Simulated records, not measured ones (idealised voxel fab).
A process module follows: voxel local oxidation.
Shown is cross-section cut, with a width of 290 nm and square cells of size 5 nm.
A cross-section in this document is a grid of square cells, and it is written down as bands, the top band listed before the ones below it; a band is made up of one or more rows of cells.
Quick guide to a band line: top height, bottom height (nm) up front; then every material left to right with its width in nm. Only one material and it's marked "all across"? Then it fills the band edge to edge. And "air" just means empty space.
Below 0: as-received wafer, all one material; heights counted from there. Lowest band: no bottom, goes on down, written "0 nm and below".
Top row gets the first number, bottom row gets the second, and each row in between changes by the same step: that is how a band width like "30 to 40" works.
For the purposes of this document, the phrase "same as before" attached to a step denotes that no cell within the cross-section was modified by that step.
"Enclosed cavity list" lists enclosed empty spaces (at least 8 cells, no open path upward to the top), each as width x height at distance from the left edge, in nm.
Post-settings text on a step line: simulator's own remark regarding the step.
overlay nm: mask right of planned place by this much (step with mask). Neg. = left.

-- So here's the lineup of process steps we planned
1: RECEIVE | material Si
2: CONFORMAL_DEP | material SiO2 | thk nm 5
3: CONFORMAL_DEP | material SiN | thk nm 10
4: MASKED_ETCH | tone cover | mask id ACTIVE | width nm 100 | pitch nm 140 | etch materials SiN | depth nm 10 | overlay nm 0
5: SELECTIVE_ETCH | etch materials SiO2 | depth nm 5
6: OXIDIZE | depth nm 15
7: STRIP | etch materials SiN

-- Cross-section: wafer on arrival = after step 1
- 0 nm and below = Si all across
- Enclosed cavity list: none

-- a wafer at the end: this start, this plan, one mistake
- 0 nm to -15 nm = air 45 | Si 60 | air 80 | Si 60 | air 45
- -15 nm and below = Si all across
- Enclosed cavity list: none
What broke from the plan during processing? planned and actual differ for step 7; actual: STRIP | etch materials SiO2
